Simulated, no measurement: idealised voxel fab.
The name of this process module is voxel self aligned contacts.
This is section cut - it's 210 nm across, gridded in 5 nm square cells.
When this document writes out a cross-section, it uses a grid of square cells and lists it as bands, beginning at the top and moving down, with a band standing for one or more rows of cells.
Look at the band entry: it leads with the top's height and the bottom's height in nm. Then it lists the materials left to right, with a width in nm for each. The word "all across" on a single material says that material fills the band edge to edge. The word "air" is empty space.
Note: height 0 marks the level under which the wafer is uniformly one material as received. Lowest band unbounded below, written "0..down".
It should be noted that a width expressed as "30..40" varies in equal increments from row to row of cells within the band, taking the value of the first number at the top row and that of the second number at the bottom row.
Where the words "all unchanged" appear for a step, the cross-section shows no cell changed by that step; every cell remained as before.
The entry "Closed internal voids" lists the empty spaces that cover at least 8 cells and have no open path to the top. Each is written as width x height at distance, where the distance is measured from the left edge and all three values are in nm.
Where a step's line continues beyond its settings, the continuation is a remark by the simulator itself on that step.
overlay nm: right-of-plan distance of the mask on a masked step; negative values mean left-of-plan.
# Process steps foreseen in the plan
1 RECEIVE, material Si
2 CONFORMAL_DEP, material SiO2, thk nm 5
3 DIRECTIONAL_DEP, material polySi, thk nm 30
4 DIRECTIONAL_DEP, material SiN, thk nm 15
5 MASKED_ETCH, tone cover, mask id GATE, width nm 30, pitch nm 55, etch materials SiN, depth nm 15, overlay nm 0
6 MASKED_ETCH, tone cover, mask id GATE, width nm 30, pitch nm 55, etch materials polySi, depth nm 30, overlay nm 0
7 CONFORMAL_DEP, material SiN, thk nm 5
8 DIRECTIONAL_ETCH, etch materials SiN, depth nm 5
9 FILL_DEP, material SiO2, thk nm 20
10 CMP, height nm 60
11 MASKED_ETCH, tone open, mask id CONTACT, width nm 35, etch materials SiO2, depth nm 60, overlay nm 0
12 CONFORMAL_DEP, material TiN, thk nm 5
13 FILL_DEP, material Ru, thk nm 5
14 CMP, height nm 60
15 CONFORMAL_DEP, material SiCN, thk nm 5
# Delivered wafer in cross-section: state after step 1
> 0..down | Si all across
> Closed internal voids: none
# First of two wafers, end-of-module section, run followed plan
> 65..60 | SiCN all across
> 60..50 | 85 SiO2  5..15 TiN  25..5 Ru  5..15 TiN  90 SiO2
> 50..35 | 55 SiO2  40 SiN  5 TiN  5 Ru  5 TiN  40 SiN  60 SiO2
> 35..5 | 55 SiO2  5 SiN  30 polySi  5 SiN  5 TiN  5 Ru  5 TiN  5 SiN  30 polySi  5 SiN  60 SiO2
> 5..0 | 95 SiO2  15 TiN  100 SiO2
> 0..down | Si all across
> Closed internal voids: none
# Same start, same plan as the first wafer - but one mistake in the run. Cross-section of the second of the two at the end of the module
> 65..60 | SiCN all across
> 60..50 | 90 SiO2  5..10 TiN  25..5 Ru  5..20 TiN  85 SiO2
> 50..35 | 55 SiO2  40 SiN  5 TiN  5 Ru  5 TiN  40 SiN  60 SiO2
> 35..5 | 55 SiO2  5 SiN  30 polySi  5 SiN  5 TiN  5 Ru  5 TiN  5 SiN  30 polySi  5 SiN  60 SiO2
> 5..0 | 95 SiO2  15 TiN  100 SiO2
> 0..down | Si all across
> Closed internal voids: none
So what did we get wrong on this run? step 11 did not happen as planned, as run it was MASKED_ETCH, tone open, mask id CONTACT, width nm 35, etch materials SiO2, depth nm 60, overlay nm 5
At the end, the second wafer has the same number of cells of each material as the first, but those cells sit in other places.
